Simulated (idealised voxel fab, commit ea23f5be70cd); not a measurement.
process module | voxel trench capacitor
Section shown: cut. Width: 245 nm. Cell size: 5 nm, square.
Square cells in a grid make up a cross-section in this document, and the grid is given as bands, listed from the top down, each one or more rows of cells. Band entry format. Leading values: height of top, height of bottom, nm. Remainder: materials in left-to-right order, each with its width in nm. Special words: "everywhere" on a single material, which then fills the band edge to edge; "air", empty space. Below 0: as-received wafer, all one material; heights counted from there. Lowest band: no bottom, goes on down, written "0 down". Per-row width for "30->40": begins at first number (top row of band), ends at second number (bottom row), increment between rows held constant. Take "nothing was modified" at face value: in the step it is given for, the cross-section changed in none of its cells. In the "Enclosed internal voids" entry, you get each enclosed empty space of 8 cells or more, one with no open way to the top, written width x height at distance, distance from the left edge, in nm. Heads up: the bit after the settings on a step's line is the simulator's remark on that step. The "overlay nm" setting may appear on a step's line; for a step that uses a mask, it gives how far to the right of its planned position the mask lay, and a negative value indicates the left.

## Below is the list of planned process steps
1 RECEIVE (material Si)
2 CONFORMAL_DEP (material SiN; thk nm 10)
3 MASKED_ETCH (tone open; mask id TRENCH; width nm 20; pitch nm 40; etch materials SiN; depth nm 10; overlay nm 0)
4 MASKED_ETCH (tone open; mask id TRENCH; width nm 20; pitch nm 40; etch materials Si; depth nm 30; overlay nm 0)
5 CONFORMAL_DEP (material SiO2; thk nm 5)
6 FILL_DEP (material polySi; thk nm 10)
7 CMP (height nm 10)

## Below: the first of two wafers, run as planned

## Wafer as received: cross-section following step 1
* 0 down | Si everywhere
* Enclosed internal voids: none

## Wafer after step 2 (cross-section)
* 10 to 0 | SiN everywhere
* below 0: unchanged

## Wafer after step 3 (cross-section)
* 10 to 0 | SiN 90 | air 20 | SiN 20 | air 20 | SiN 95
* below 0: unchanged

## Wafer after step 4 (cross-section)
* 10 to 0 | SiN 90 | air 20 | SiN 20 | air 20 | SiN 95
* 0 to -30 | Si 90 | air 20 | Si 20 | air 20 | Si 95
* below -30: unchanged

## Wafer after step 5 (cross-section)
* 15 to 10 | SiO2 95 | air 10 | SiO2 30 | air 10 | SiO2 100
* 10 to 0 | SiN 90 | SiO2 5 | air 10 | SiO2 5 | SiN 20 | SiO2 5 | air 10 | SiO2 5 | SiN 95
* 0 to -25 | Si 90 | SiO2 5 | air 10 | SiO2 5 | Si 20 | SiO2 5 | air 10 | SiO2 5 | Si 95
* -25 to -30 | Si 90 | SiO2 20 | Si 20 | SiO2 20 | Si 95
* below -30: unchanged

## Wafer after step 6 (cross-section)
* 25 to 15 | polySi everywhere
* 15 to 10 | SiO2 95 | polySi 10 | SiO2 30 | polySi 10 | SiO2 100
* 10 to 0 | SiN 90 | SiO2 5 | polySi 10 | SiO2 5 | SiN 20 | SiO2 5 | polySi 10 | SiO2 5 | SiN 95
* 0 to -25 | Si 90 | SiO2 5 | polySi 10 | SiO2 5 | Si 20 | SiO2 5 | polySi 10 | SiO2 5 | Si 95
* below -25: unchanged

## Wafer after step 7 (cross-section)
* 10 to 0 | SiN 90 | SiO2 5 | polySi 10 | SiO2 5 | SiN 20 | SiO2 5 | polySi 10 | SiO2 5 | SiN 95
* below 0: unchanged

## The Second Wafer: Common Origin and Plan, One Mistake in Execution, Identical to the First Through Step 5

## Second wafer, cut view, end of step 6 per plan
* 25 to 15 | SiN everywhere
* 15 to 10 | SiO2 95 | SiN 10 | SiO2 30 | SiN 10 | SiO2 100
* 10 to 0 | SiN 90 | SiO2 5 | SiN 10 | SiO2 5 | SiN 20 | SiO2 5 | SiN 10 | SiO2 5 | SiN 95
* 0 to -25 | Si 90 | SiO2 5 | SiN 10 | SiO2 5 | Si 20 | SiO2 5 | SiN 10 | SiO2 5 | Si 95
* below -25: unchanged

## Second wafer, cut view, end of step 7 per plan
* 10 to 0 | SiN 90 | SiO2 5 | SiN 10 | SiO2 5 | SiN 20 | SiO2 5 | SiN 10 | SiO2 5 | SiN 95
* below 0: unchanged
Deviation from plan: step 6 changed vs plan, executed as FILL_DEP (material SiN; thk nm 10)
at the end the second wafer has, in cells: +28 SiN | -28 polySi
